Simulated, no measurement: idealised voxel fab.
You're looking at the process module voxel ribs on slabs.
We display cut, a cross-section 230 nm in width whose square cells are each 5 nm.
Heads up, the way a cross-section reads in here is a grid of square cells, handed over as bands from the top down, with every band being one or more rows of cells.
Quick guide to a band line: top height, bottom height (nm) up front; then every material left to right with its width in nm. Only one material and it's marked "throughout"? Then it fills the band edge to edge. And "empty" just means empty space.
Below 0: as-received wafer, all one material; heights counted from there. Lowest band: no bottom, goes on down, written "0 -> down".
It should be noted that a width expressed as "30->40" varies in equal increments from row to row of cells within the band, taking the value of the first number at the top row and that of the second number at the bottom row.
Where the words "nothing changed" appear for a step, the cross-section shows no cell changed by that step; every cell remained as before.
For the entry "Closed void table", the listed items are empty spaces with no open way to the top whose size is 8 cells or more; each item follows the pattern width x height at distance, where distance is from the left edge and all three are in nm.
Note: text after step settings on the step line = simulator remark on that step.
Steps that use a mask can have "overlay nm" on their line. It says how far the mask sat to the right of where it was meant to be. Negative means to the left.
The planned process steps are enumerated hereunder
1,RECEIVE with material Si
2,DIRECTIONAL_DEP with material SiO2, thk nm 25
3,DIRECTIONAL_DEP with material SiN, thk nm 20
4,MASKED_ETCH with tone cover, mask id RIB, width nm 20, etch materials SiN, depth nm 10, overlay nm 0
5,PATTERN with tone cover, mask id SLAB, material resist, width nm 80, thk nm 15, overlay nm 0
6,DIRECTIONAL_ETCH with etch materials SiN, depth nm 10
7,STRIP with etch materials resist
8,FILL_DEP with material SiO2, thk nm 30
9,CMP with height nm 65
10,DIRECTIONAL_DEP with material TiN, thk nm 5
11,PATTERN with tone cover, mask id HEATER, material resist, width nm 30, thk nm 20, overlay nm 0
12,DIRECTIONAL_ETCH with etch materials TiN, depth nm 5
13,STRIP with etch materials resist
14,CONFORMAL_DEP with material SiO2, thk nm 10
Wafer at receipt (post step 1), cross-section
  0 -> down  Si throughout
  Closed void table: none
First of two wafers: cross-section at end of module, run per plan
  80 -> 75  90 of empty  50 of SiO2  90 of empty
  75 -> 70  SiO2 throughout
  70 -> 65  100 of SiO2  30 of TiN  100 of SiO2
  65 -> 45  SiO2 throughout
  45 -> 35  105 of SiO2  20 of SiN  105 of SiO2
  35 -> 25  75 of SiO2  80 of SiN  75 of SiO2
  25 -> 0  SiO2 throughout
  0 -> down  Si throughout
  Closed void table: none
Cross-section of the latter of the two wafers at module completion. It had an identical start and an identical plan to the former; in running it, one mistake was made
  80 -> 75  90 of empty  50 of SiO2  90 of empty
  75 -> 70  SiO2 throughout
  70 -> 65  100 of SiO2  30 of TiN  100 of SiO2
  65 -> 45  SiO2 throughout
  45 -> 40  105 of SiO2  20 of SiN  105 of SiO2
  40 -> 30  75 of SiO2  80 of SiN  75 of SiO2
  30 -> 25  SiN throughout
  25 -> 0  SiO2 throughout
  0 -> down  Si throughout
  Closed void table: none
Deviation noted in wafer processing: contrary to plan, step 4 was performed as MASKED_ETCH with tone cover, mask id RIB, width nm 20, etch materials SiN, depth nm 5, overlay nm 0
Counted in cells at the end, the second wafer holds more or fewer of these materials than the first: +42 SiN | -42 SiO2
